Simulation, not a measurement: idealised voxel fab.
The process module presented herein is designated voxel air gaps.
Section shown: cut. Width: 270 nm. Cell size: 5 nm, square.
The cross-sections in this document take the form of a grid made of square cells. They are written out as bands, in order from top to bottom. Each band consists of one or more rows of cells.
The band entry comprises the height of the band's top followed by the height of its bottom, expressed in nm, and subsequently the band's materials from left to right, each stated together with its width in nm. Where a single material is marked with the word "edge to edge", that material fills the band from edge to edge. The word "air" represents empty space.
The reference from which all heights are counted is 0, the level beneath which the as-received wafer is entirely one material; the lowest band, having no lower bound, proceeds downward and is written after the example "0..down".
It should be noted that a width expressed as "30 to 40" varies in equal increments from row to row of cells within the band, taking the value of the first number at the top row and that of the second number at the bottom row.
What does "all unchanged" mean for a step? It means no cell of the cross-section changed in that step.
The list in "Enclosed cavities" covers empty spaces of 8 cells or more that cannot reach the top through any open way, and it gives each as width x height at distance; the distance is from the left edge, and width, height and distance are in nm.
Text after the settings on a step's line: the simulator's own remark on that step.
On any step carrying a mask, the "overlay nm" setting, if present on the step's line, tells how far right of its planned place the mask lay; negative values point to the left.

## The planned process steps are enumerated hereunder
1. RECEIVE with material Si
2. CONFORMAL_DEP with material SiO2, thk nm 15
3. CONFORMAL_DEP with material SiCN, thk nm 5
4. DIRECTIONAL_DEP with material lowk, thk nm 30
5. PATTERN with tone open, mask id LINES, material resist, width nm 25, pitch nm 50, thk nm 15, overlay nm 0
6. DIRECTIONAL_ETCH with etch materials lowk, depth nm 30
7. STRIP with etch materials resist
8. CONFORMAL_DEP with material TiN, thk nm 5
9. FILL_DEP with material W, thk nm 5
10. CMP with height nm 50
11. EPI with material Ru, thk nm 10
12. SELECTIVE_ETCH with etch materials lowk, depth nm 40
13. CONFORMAL_DEP with material SiCN, thk nm 5

## The first of two wafers, run as planned

## Incoming wafer, cross-sectional view, post step 1
    0..down: Si edge to edge
    Enclosed cavities: none

## Take a look at the wafer's cross-section after step 2
    15..0: SiO2 edge to edge
    Under 0: no change, same as before.

## Take a look at the wafer's cross-section after step 3
    20..15: SiCN edge to edge
    Under 15: no change, same as before.

## Take a look at the wafer's cross-section after step 4
    50..20: lowk edge to edge
    Under 20: no change, same as before.

## Take a look at the wafer's cross-section after step 5
    65..50: resist (70), air (25), resist (25), air (25), resist (25), air (25), resist (75)
    Under 50: no change, same as before.

## Take a look at the wafer's cross-section after step 6
    65..50: resist (70), air (25), resist (25), air (25), resist (25), air (25), resist (75)
    50..20: lowk (70), air (25), lowk (25), air (25), lowk (25), air (25), lowk (75)
    Under 20: no change, same as before.

## Take a look at the wafer's cross-section after step 7
    50..20: lowk (70), air (25), lowk (25), air (25), lowk (25), air (25), lowk (75)
    Under 20: no change, same as before.

## Take a look at the wafer's cross-section after step 8
    55..50: TiN (75), air (15), TiN (35), air (15), TiN (35), air (15), TiN (80)
    50..25: lowk (70), TiN (5), air (15), TiN (5), lowk (25), TiN (5), air (15), TiN (5), lowk (25), TiN (5), air (15), TiN (5), lowk (75)
    25..20: lowk (70), TiN (25), lowk (25), TiN (25), lowk (25), TiN (25), lowk (75)
    Under 20: no change, same as before.

## Take a look at the wafer's cross-section after step 9
    60..55: W edge to edge
    55..50: TiN (75), W (15), TiN (35), W (15), TiN (35), W (15), TiN (80)
    50..25: lowk (70), TiN (5), W (15), TiN (5), lowk (25), TiN (5), W (15), TiN (5), lowk (25), TiN (5), W (15), TiN (5), lowk (75)
    Under 25: no change, same as before.

## Take a look at the wafer's cross-section after step 10
    50..25: lowk (70), TiN (5), W (15), TiN (5), lowk (25), TiN (5), W (15), TiN (5), lowk (25), TiN (5), W (15), TiN (5), lowk (75)
    Under 25: no change, same as before.

## Take a look at the wafer's cross-section after step 11
    60..50: air (60), Ru (45), air (5), Ru (45), air (5), Ru (45), air (65)
    Under 50: no change, same as before.

## Take a look at the wafer's cross-section after step 12
    60..50: air (60), Ru (45), air (5), Ru (45), air (5), Ru (45), air (65)
    50..25: air (70), TiN (5), W (15), TiN (5), air (25), TiN (5), W (15), TiN (5), air (25), TiN (5), W (15), TiN (5), air (75)
    25..20: air (70), TiN (25), air (25), TiN (25), air (25), TiN (25), air (75)
    Under 20: no change, same as before.

## Take a look at the wafer's cross-section after step 13
    65..60: air (55), SiCN (155), air (60)
    60..50: air (55), SiCN (5), Ru (45), SiCN (5), Ru (45), SiCN (5), Ru (45), SiCN (5), air (60)
    50..45: air (55), SiCN (15), TiN (5), W (15), TiN (5), SiCN (25), TiN (5), W (15), TiN (5), SiCN (25), TiN (5), W (15), TiN (5), SiCN (15), air (60)
    45..25: air (65), SiCN (5), TiN (5), W (15), TiN (5), SiCN (5), air (15), SiCN (5), TiN (5), W (15), TiN (5), SiCN (5), air (15), SiCN (5), TiN (5), W (15), TiN (5), SiCN (5), air (70)
    25..20: SiCN (70), TiN (25), SiCN (25), TiN (25), SiCN (25), TiN (25), SiCN (75)
    Under 20: no change, same as before.
    Enclosed cavities: 15 x 20 at 100; 15 x 20 at 150

## Companion wafer, the second of two: same beginning, same intended sequence, one mistake in carrying it out; through step 1 inclusive it tracks the first exactly

## At the planned end of step 2, the second wafer in cross-section
    5..0: SiO2 edge to edge
    Under 0: no change, same as before.

## At the planned end of step 3, the second wafer in cross-section
    10..5: SiCN edge to edge
    Under 5: no change, same as before.

## At the planned end of step 4, the second wafer in cross-section
    40..10: lowk edge to edge
    Under 10: no change, same as before.

## At the planned end of step 5, the second wafer in cross-section
    55..40: resist (70), air (25), resist (25), air (25), resist (25), air (25), resist (75)
    Under 40: no change, same as before.

## At the planned end of step 6, the second wafer in cross-section
    55..40: resist (70), air (25), resist (25), air (25), resist (25), air (25), resist (75)
    40..10: lowk (70), air (25), lowk (25), air (25), lowk (25), air (25), lowk (75)
    Under 10: no change, same as before.

## At the planned end of step 7, the second wafer in cross-section
    40..10: lowk (70), air (25), lowk (25), air (25), lowk (25), air (25), lowk (75)
    Under 10: no change, same as before.

## At the planned end of step 8, the second wafer in cross-section
    45..40: TiN (75), air (15), TiN (35), air (15), TiN (35), air (15), TiN (80)
    40..15: lowk (70), TiN (5), air (15), TiN (5), lowk (25), TiN (5), air (15), TiN (5), lowk (25), TiN (5), air (15), TiN (5), lowk (75)
    15..10: lowk (70), TiN (25), lowk (25), TiN (25), lowk (25), TiN (25), lowk (75)
    Under 10: no change, same as before.

## At the planned end of step 9, the second wafer in cross-section
    50..45: W edge to edge
    45..40: TiN (75), W (15), TiN (35), W (15), TiN (35), W (15), TiN (80)
    40..15: lowk (70), TiN (5), W (15), TiN (5), lowk (25), TiN (5), W (15), TiN (5), lowk (25), TiN (5), W (15), TiN (5), lowk (75)
    Under 15: no change, same as before.

At the planned end of step 10, the second wafer in cross-section: all unchanged

## At the planned end of step 11, the second wafer in cross-section
    60..50: Ru edge to edge
    Under 50: no change, same as before.

At the planned end of step 12, the second wafer in cross-section: all unchanged

## At the planned end of step 13, the second wafer in cross-section
    65..60: SiCN edge to edge
    Under 60: no change, same as before.
Against the plan, the run slipped here: so step 2 ended up running with a different setting than we planned, it ran as CONFORMAL_DEP with material SiO2, thk nm 5
Final comparison by cell count, materials where the second wafer has more or fewer than the first: 54 more of Ru, 64 fewer of SiCN, 108 fewer of SiO2, 45 more of TiN, 63 more of W, 234 more of lowk
closed voids at the end (first wafer, second wafer): 2, 0
